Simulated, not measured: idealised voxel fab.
The following process module bears the name voxel released beams.
cross-section cut | 265 nm wide | cells 5 nm
Format of a cross-section: grid, square cells. Given as bands. Order: top down. Band: one or more rows of cells.
What a band's entry tells you: where the top is and where the bottom is, as heights in nm, and after that what lies inside, material by material from left to right, each with its width in nm. Empty space is written as the word "air", and a single material marked with the word "edge to edge" occupies the band from edge to edge.
For the purposes of this specification, 0 denotes the height below which the wafer in its as-received condition is composed wholly of one material, and the lowermost band, lacking a lower limit, extends downward without end, as expressed in "0 down".
With a width like "30 to 40", each row of cells in the band differs from the next by the same amount, the top row carrying the first number and the bottom row the second.
"no alterations made" (step): cross-section cells unchanged, all of them.
What "Enclosed void entries" gives you is every empty space of 8 cells or more that is cut off from the top. Each appears as width x height at distance, with the distance taken from the left edge and width, height and distance all in nm.
Read whatever lies past the settings on a step's line as the simulator's own remark about the step.
"overlay nm" on a masked step: distance the mask lay right of its planned place, negative for left.
-- The process steps that were planned are listed below
1,RECEIVE, material Si
2,CONFORMAL_DEP, material SiN, thk nm 5
3,DIRECTIONAL_DEP, material SiO2, thk nm 20
4,DIRECTIONAL_DEP, material aC, thk nm 10
5,PATTERN, tone open, mask id ANCHOR, material resist, width nm 25, thk nm 25, overlay nm 0
6,DIRECTIONAL_ETCH, etch materials aC, depth nm 10
7,STRIP, etch materials resist
8,DIRECTIONAL_ETCH, etch materials SiO2, depth nm 20
9,STRIP, etch materials aC
10,CONFORMAL_DEP, material W, thk nm 10
11,MASKED_ETCH, tone cover, mask id BEAM, width nm 95, etch materials W, depth nm 10, overlay nm -15
12,STRIP, etch materials SiO2
The wafers are alike at the start. At step 11, their overlay nm differs. The plan lists the first wafer's value.
-- First of several wafers (as received, post step 1), cross-sectional view
* 0 down | Si edge to edge
* Enclosed void entries: none
-- End of module: cross-section of the first of several wafers after step 12, the last step
* 35 to 25 | 65 air  30 W  5 air  60 W  105 air
* 25 to 15 | 85 air  10 W  5 air  10 W  155 air
* 15 to 5 | 85 air  25 W  155 air
* 5 to 0 | SiN edge to edge
* 0 down | Si edge to edge
* Enclosed void entries: none
-- Cross-section at module completion, last wafer
* 35 to 25 | 100 air  90 W  75 air
* 25 to 15 | 85 air  10 W  5 air  10 W  155 air
* 15 to 5 | 85 air  25 W  155 air
* 5 to 0 | SiN edge to edge
* 0 down | Si edge to edge
* Enclosed void entries: none
-- Below: a row per wafer. Contents at end of module: for every material, cells gained since receipt (+) or lost since receipt (-); then closed voids
overlay nm -15; +53 SiN; +54 W; Enclosed void entries: none
overlay nm -10; +53 SiN; +54 W; Enclosed void entries: none
overlay nm -5; +53 SiN; +54 W; Enclosed void entries: none
overlay nm 0; +53 SiN; +54 W; Enclosed void entries: none
overlay nm 5; +53 SiN; +54 W; Enclosed void entries: none
overlay nm 10; +53 SiN; +54 W; Enclosed void entries: none
overlay nm 15; +53 SiN; +54 W; Enclosed void entries: none
